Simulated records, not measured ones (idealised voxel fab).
The name of this process module is voxel transistor to metal.
Section cut is 170 nm wide and gridded with 5 nm square cells.
The cross-sections in this document take the form of a grid made of square cells. They are written out as bands, in order from top to bottom. Each band consists of one or more rows of cells. Top, bottom (nm), then materials left to right with widths (nm); lone material tagged "throughout" fills the whole band edge to edge; "empty" = empty space. The reference from which all heights are counted is 0, the level beneath which the as-received wafer is entirely one material; the lowest band, having no lower bound, proceeds downward and is written after the example "0 and below". Width: "30..40" (first number = top row, second number = bottom row, same change from row to row of cells). Given "same as before" for a step, no cell of the cross-section differs between before and after that step. The label "Closed void register" introduces a list of the empty spaces, 8 cells or larger, that have no open way up to the top; each entry in it reads width x height at distance, where the distance is taken from the left edge and all three are stated in nm. Heads up: the bit after the settings on a step's line is the simulator's remark on that step. A step line may carry the setting "overlay nm", which, for steps involving a mask, states the distance by which the mask lay to the right of its intended position; negative values denote displacement to the left.

Process steps foreseen in the plan
1: RECEIVE (material Si)
2: OXIDIZE (depth nm 5)
3: CONFORMAL_DEP (material SiN; thk nm 15)
4: DIRECTIONAL_DEP (material aC; thk nm 15)
5: PATTERN (tone cover; mask id ACTIVE; material resist; width nm 115; thk nm 30; overlay nm 0)
6: DIRECTIONAL_ETCH (etch materials aC; depth nm 15)
7: STRIP (etch materials resist)
8: DIRECTIONAL_ETCH (etch materials SiN; depth nm 15)
9: DIRECTIONAL_ETCH (etch materials SiO2; depth nm 5)
10: DIRECTIONAL_ETCH (etch materials Si; depth nm 30)
11: STRIP (etch materials aC)
12: OXIDIZE (depth nm 5)
13: FILL_DEP (material SiO2; thk nm 5)
14: CMP (height nm 15)
15: SELECTIVE_ETCH (etch materials SiO2; depth nm 10)
16: STRIP (etch materials SiN)
17: SELECTIVE_ETCH (etch materials SiO2; depth nm 5)
18: OXIDIZE (depth nm 5)
19: DIRECTIONAL_DEP (material polySi; thk nm 30)
20: DIRECTIONAL_DEP (material SiCN; thk nm 10)
21: DIRECTIONAL_DEP (material aC; thk nm 10)
22: PATTERN (tone cover; mask id GATE; material resist; width nm 25; thk nm 30; overlay nm 0)
23: DIRECTIONAL_ETCH (etch materials aC; depth nm 10)
24: STRIP (etch materials resist)
25: DIRECTIONAL_ETCH (etch materials SiCN; depth nm 20)
26: DIRECTIONAL_ETCH (etch materials polySi; depth nm 40)
27: STRIP (etch materials aC)
28: CONFORMAL_DEP (material SiO2; thk nm 5)
29: DIRECTIONAL_ETCH (etch materials SiO2; depth nm 5)
30: CONFORMAL_DEP (material SiN; thk nm 5)
31: DIRECTIONAL_ETCH (etch materials SiN; depth nm 5)
32: DIRECTIONAL_ETCH (etch materials SiO2; depth nm 5)
33: EPI (material nSi; thk nm 5)
34: FILL_DEP (material SiO2; thk nm 5)
35: CMP (height nm 35)
36: DIRECTIONAL_DEP (material SiO2; thk nm 10)
37: DIRECTIONAL_DEP (material aC; thk nm 10)
38: PATTERN (tone open; mask id CONTACT; material resist; width nm 30; pitch nm 65; thk nm 30; overlay nm 0)
39: DIRECTIONAL_ETCH (etch materials aC; depth nm 10)
40: STRIP (etch materials resist)
41: DIRECTIONAL_ETCH (etch materials SiO2; depth nm 50)
42: STRIP (etch materials aC)
43: CONFORMAL_DEP (material TiN; thk nm 5)
44: FILL_DEP (material Ru; thk nm 10)
45: CMP (height nm 45)
46: DIRECTIONAL_DEP (material TiN; thk nm 5)
47: DIRECTIONAL_DEP (material Ru; thk nm 20)
48: MASKED_ETCH (tone cover; mask id METAL_1; width nm 15; pitch nm 80; etch materials Ru; depth nm 20; overlay nm 0)
49: MASKED_ETCH (tone cover; mask id METAL_1; width nm 15; pitch nm 80; etch materials TiN; depth nm 5; overlay nm 0)
50: FILL_DEP (material SiO2; thk nm 10)
51: CMP (height nm 70)
52: CONFORMAL_DEP (material SiCN; thk nm 5)
53: DIRECTIONAL_DEP (material SiO2; thk nm 30)
54: MASKED_ETCH (tone open; mask id METAL_2; width nm 15; pitch nm 80; etch materials SiO2; depth nm 15; overlay nm 0)
55: DIRECTIONAL_DEP (material aC; thk nm 10)
56: PATTERN (tone open; mask id METAL_2_HOLES; material resist; width nm 15; pitch nm 80; thk nm 25; overlay nm 0)
57: DIRECTIONAL_ETCH (etch materials aC; depth nm 10)
58: STRIP (etch materials resist)
59: DIRECTIONAL_ETCH (etch materials SiO2; depth nm 15)
60: DIRECTIONAL_ETCH (etch materials SiCN; depth nm 5)
61: STRIP (etch materials aC)
62: CONFORMAL_DEP (material TiN; thk nm 5)
63: FILL_DEP (material Cu; thk nm 10)
64: CMP (height nm 105)
65: CONFORMAL_DEP (material SiN; thk nm 5)

Delivered wafer in cross-section: state after step 1
- 0 and below | Si throughout
- Closed void register: none

First wafer of two, sectioned at end of module; run went per plan
- 110 down to 105 | SiN throughout
- 105 down to 75 | SiO2 35, TiN 5, Cu 5, TiN 5, SiO2 65, TiN 5, Cu 5, TiN 5, SiO2 40
- 75 down to 70 | SiCN 35, TiN 15, SiCN 65, TiN 15, SiCN 40
- 70 down to 50 | SiO2 35, Ru 15, SiO2 65, Ru 15, SiO2 40
- 50 down to 45 | SiO2 35, TiN 15, SiO2 65, TiN 15, SiO2 40
- 45 down to 35 | SiO2 35, TiN 5, Ru 20..15, TiN 5..10, SiO2 35, TiN 5..10, Ru 20..15, TiN 5, SiO2 40
- 35 down to 25 | SiO2 35, TiN 5, Ru 15, TiN 5, SiN 5, SiO2 5, SiCN 25, SiO2 5, SiN 5, TiN 5, Ru 15, TiN 5, SiO2 40
- 25 down to 0 | SiO2 35, TiN 5, Ru 15, TiN 5, SiN 5, SiO2 5, polySi 25, SiO2 5, SiN 5, TiN 5, Ru 15, TiN 5, SiO2 40
- 0 down to -5 | SiO2 25, SiN 5, SiO2 5, TiN 25, SiN 5, SiO2 5, polySi 25, SiO2 5, SiN 5, TiN 25, SiO2 5, SiN 5, SiO2 30
- -5 down to -10 | SiO2 30, nSi 30, SiO2 45, nSi 30, SiO2 35
- -10 down to -40 | SiO2 30, Si 105, SiO2 35
- -40 and below | Si throughout
- Closed void register: none

Cross-sectional view of the second of two wafers upon completion of the module. This wafer shared its starting condition and process plan with the first; one error was made during its execution
- 110 down to 105 | SiN throughout
- 105 down to 75 | SiO2 35, TiN 5, Cu 5, TiN 5, SiO2 65, TiN 5, Cu 5, TiN 5, SiO2 40
- 75 down to 70 | SiCN 35, TiN 15, SiCN 65, TiN 15, SiCN 40
- 70 down to 50 | Ru 35, SiO2 15, Ru 65, SiO2 15, Ru 40
- 50 down to 45 | TiN throughout
- 45 down to 35 | SiO2 35, TiN 5, Ru 20..15, TiN 5..10, SiO2 35, TiN 5..10, Ru 20..15, TiN 5, SiO2 40
- 35 down to 25 | SiO2 35, TiN 5, Ru 15, TiN 5, SiN 5, SiO2 5, SiCN 25, SiO2 5, SiN 5, TiN 5, Ru 15, TiN 5, SiO2 40
- 25 down to 0 | SiO2 35, TiN 5, Ru 15, TiN 5, SiN 5, SiO2 5, polySi 25, SiO2 5, SiN 5, TiN 5, Ru 15, TiN 5, SiO2 40
- 0 down to -5 | SiO2 25, SiN 5, SiO2 5, TiN 25, SiN 5, SiO2 5, polySi 25, SiO2 5, SiN 5, TiN 25, SiO2 5, SiN 5, SiO2 30
- -5 down to -10 | SiO2 30, nSi 30, SiO2 45, nSi 30, SiO2 35
- -10 down to -40 | SiO2 30, Si 105, SiO2 35
- -40 and below | Si throughout
- Closed void register: none
Want to know what went wrong? for step 48, the planned setting was not used; the step was instead run as MASKED_ETCH (tone open; mask id METAL_1; width nm 15; pitch nm 80; etch materials Ru; depth nm 20; overlay nm 0)
Count the cells at the end and the second wafer has more or fewer of some materials than the first: +88 Ru; -116 SiO2; +28 TiN
